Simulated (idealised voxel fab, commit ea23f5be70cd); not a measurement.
The following is a process module called voxel wiring stack.
Cross-section cut spans 240 nm and uses square cells 5 nm in size.
Each cross-section below is a grid of square cells, stated as bands in top-down order, with one or more rows of cells making up each band. Band: top height; bottom height; in nm. Then, left to right: material with width in nm, for each material. "full width": a single material spanning edge to edge. "empty": empty space. Ref level 0: as-received wafer is one material below here. Bottom band extends down with no lower bound ("0 and below"). The width entry "30 to 40" should be interpreted row by row: the top row of cells in the band takes the first number, the bottom row takes the second number, and the change between adjacent rows is uniform throughout. Take "nothing was modified" at face value: in the step it is given for, the cross-section changed in none of its cells. The entry titled "Closed void register" provides the empty spaces that have no open way to the top, restricted to those of 8 cells or more. Each is presented as width x height at distance, the distance being measured from the left edge, with all three in nm. Past the settings on a step's line: simulator remark, on that step. overlay nm: step with mask; distance mask lay right of planned place; negative value = left of planned place.
Listed below are the process steps as planned:
1) op RECEIVE | material Si
2) op CONFORMAL_DEP | material SiO2 | thk nm 10
3) op CONFORMAL_DEP | material SiN | thk nm 5
4) op DIRECTIONAL_DEP | material lowk | thk nm 15
5) op DIRECTIONAL_DEP | material aC | thk nm 15
6) op PATTERN | tone open | mask id METAL_1 | material resist | width nm 30 | pitch nm 45 | thk nm 35 | overlay nm 0
7) op DIRECTIONAL_ETCH | etch materials aC | depth nm 15
8) op STRIP | etch materials resist
9) op DIRECTIONAL_ETCH | etch materials lowk | depth nm 15
10) op DIRECTIONAL_ETCH | etch materials SiN | depth nm 5
11) op STRIP | etch materials aC
12) op CONFORMAL_DEP | material TiN | thk nm 5
13) op FILL_DEP | material W | thk nm 10
14) op CMP | height nm 30
15) op EPI | material Ru | thk nm 5
16) op FILL_DEP | material SiCN | thk nm 5
17) op DIRECTIONAL_DEP | material SiO2 | thk nm 10
18) op DIRECTIONAL_DEP | material aC | thk nm 15
19) op PATTERN | tone open | mask id PLUG_1 | material resist | width nm 15 | pitch nm 45 | thk nm 30 | overlay nm 0
20) op DIRECTIONAL_ETCH | etch materials aC | depth nm 15
21) op STRIP | etch materials resist
22) op DIRECTIONAL_ETCH | etch materials SiO2 | depth nm 10
23) op DIRECTIONAL_ETCH | etch materials SiCN | depth nm 5
24) op STRIP | etch materials aC
25) op EPI | material Ru | thk nm 10
26) op EPI | material Ru | thk nm 5
27) op CONFORMAL_DEP | material SiN | thk nm 5
28) op DIRECTIONAL_DEP | material lowk | thk nm 25
29) op DIRECTIONAL_DEP | material aC | thk nm 10
30) op PATTERN | tone open | mask id METAL_2 | material resist | width nm 30 | pitch nm 45 | thk nm 25 | overlay nm 0
31) op DIRECTIONAL_ETCH | etch materials aC | depth nm 10
32) op STRIP | etch materials resist
33) op DIRECTIONAL_ETCH | etch materials lowk | depth nm 25
34) op DIRECTIONAL_ETCH | etch materials SiN | depth nm 5
35) op STRIP | etch materials aC
36) op CONFORMAL_DEP | material TiN | thk nm 5
37) op FILL_DEP | material W | thk nm 10
38) op CMP | height nm 80
39) op CONFORMAL_DEP | material SiCN | thk nm 5
The cross-section here shows the wafer as received, i.e. in its state after step 1:
  0 and below = Si full width
  Closed void register: none
Final wafer profile in cross-section after the module, from the same start and plan as above, with one mistake made during processing:
  85 down to 80 = SiCN full width
  80 down to 65 = lowk: 80  TiN: 5  W: 20  TiN: 5  lowk: 15  TiN: 5  W: 20  TiN: 5  lowk: 85
  65 down to 60 = lowk: 65  SiN: 15  TiN: 30  SiN: 15  TiN: 30  lowk: 85
  60 down to 55 = lowk: 65  SiN: 5  Ru: 35  SiN: 10  Ru: 35  SiN: 5  lowk: 85
  55 down to 50 = SiN: 70  Ru: 35  SiN: 10  Ru: 35  SiN: 90
  50 down to 40 = SiO2: 80  Ru: 15  SiO2: 30  Ru: 15  SiO2: 100
  40 down to 30 = SiCN: 80 to 75  Ru: 15 to 40  SiCN: 30 to 5  Ru: 15 to 40  SiCN: 100 to 80
  30 down to 15 = lowk: 80  TiN: 5  W: 20  TiN: 5  lowk: 15  TiN: 5  W: 20  TiN: 5  lowk: 85
  15 down to 10 = SiN: 80  TiN: 30  SiN: 15  TiN: 30  SiN: 85
  10 down to 0 = SiO2 full width
  0 and below = Si full width
  Closed void register: none
Where did the run depart from the plan? it should be noted that step 25 of the plan was executed twice
